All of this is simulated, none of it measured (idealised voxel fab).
process module | voxel self aligned vias
cross-section cut | 190 nm wide | cells 5 nm
A cross-section is a grid of square cells, given in bands from the top down. A band is one or more rows of cells.
Each band's line starts with the height of the band's top and of its bottom, in nm. Then come its materials from left to right, each with its width in nm. One material with "throughout" fills the band from edge to edge. "air" is empty space.
Height 0 is the level under which the wafer as received is all one material. The lowest band goes on downwards, as in "0 down".
A width such as "30 to 40" changes by the same amount from each row of cells to the next, from the band's top row to its bottom row.
"no change" after a step means that no cell of the cross-section changed.
closed voids: empty space of 8 cells or more with no open way to the top, each as width x height at its distance from the left edge, in nm
after a step's settings: what the simulator itself notes on the step
overlay nm, on a step with a mask: how far to the right of its planned place the mask lay; to the left if negative
plan
1 op RECEIVE | material Si
2 op CONFORMAL_DEP | material SiO2 | thk nm 10
3 op CONFORMAL_DEP | material SiCN | thk nm 5
4 op DIRECTIONAL_DEP | material lowk | thk nm 20
5 op PATTERN | tone open | mask id LINES | material resist | width nm 25 | pitch nm 65 | thk nm 20 | overlay nm 0
6 op DIRECTIONAL_ETCH | etch materials lowk | depth nm 20
7 op STRIP | etch materials resist
8 op CONFORMAL_DEP | material TiN | thk nm 5
9 op FILL_DEP | material Ru | thk nm 10
10 op CMP | height nm 35
11 op SELECTIVE_ETCH | etch materials W Ru TiN | depth nm 5
12 op FILL_DEP | material SiN | thk nm 5
13 op CMP | height nm 35
14 op DIRECTIONAL_DEP | material lowk | thk nm 20
15 op MASKED_ETCH | tone open | mask id VIAS | width nm 35 | etch materials lowk | depth nm 20 | overlay nm 0
16 op MASKED_ETCH | tone open | mask id VIAS | width nm 35 | etch materials SiN | depth nm 5 | overlay nm 0
17 op CONFORMAL_DEP | material TiN | thk nm 5
18 op FILL_DEP | material Ru | thk nm 5
19 op CMP | height nm 55
20 op CONFORMAL_DEP | material SiCN | thk nm 5
varied across the wafers: thk nm of step 8. The plan shows the first wafer's value. All wafers start alike
first wafer as received, after step 1
  0 down: Si throughout
  closed voids: none
first wafer at the end, after step 20
  60 to 55: SiCN throughout
  55 to 40: lowk 45 | TiN 5 | Ru 25 | TiN 5 | lowk 110
  40 to 35: lowk 45 | TiN 10 | Ru 15 | TiN 10 | lowk 110
  35 to 30: lowk 50 | TiN 25 | lowk 40 | SiN 25 | lowk 50
  30 to 20: lowk 50 | TiN 5 | Ru 15 | TiN 5 | lowk 40 | TiN 5 | Ru 15 | TiN 5 | lowk 50
  20 to 15: lowk 50 | TiN 25 | lowk 40 | TiN 25 | lowk 50
  15 to 10: SiCN throughout
  10 to 0: SiO2 throughout
  0 down: Si throughout
  closed voids: none
last wafer at the end
  60 to 55: SiCN throughout
  55 to 40: lowk 45 | TiN 5 | Ru 25 | TiN 5 | lowk 110
  40 to 35: lowk 45 | TiN 10 | Ru 15 | TiN 10 | lowk 110
  35 to 30: lowk 50 | TiN 25 | lowk 40 | SiN 25 | lowk 50
  30 to 15: lowk 50 | TiN 25 | lowk 40 | TiN 25 | lowk 50
  15 to 10: SiCN throughout
  10 to 0: SiO2 throughout
  0 down: Si throughout
  closed voids: none
each wafer at the end: cells of each material gained (+) or lost (-) since it was received, then its closed voids
thk nm 5 | +30 Ru | +76 SiCN | +5 SiN | +76 SiO2 | +33 TiN | +236 lowk | closed voids: none
thk nm 10 | +20 Ru | +76 SiCN | +5 SiN | +76 SiO2 | +43 TiN | +236 lowk | closed voids: none
thk nm 15 | +18 Ru | +76 SiCN | +5 SiN | +76 SiO2 | +45 TiN | +236 lowk | closed voids: none
thk nm 20 | +18 Ru | +76 SiCN | +5 SiN | +76 SiO2 | +45 TiN | +236 lowk | closed voids: none
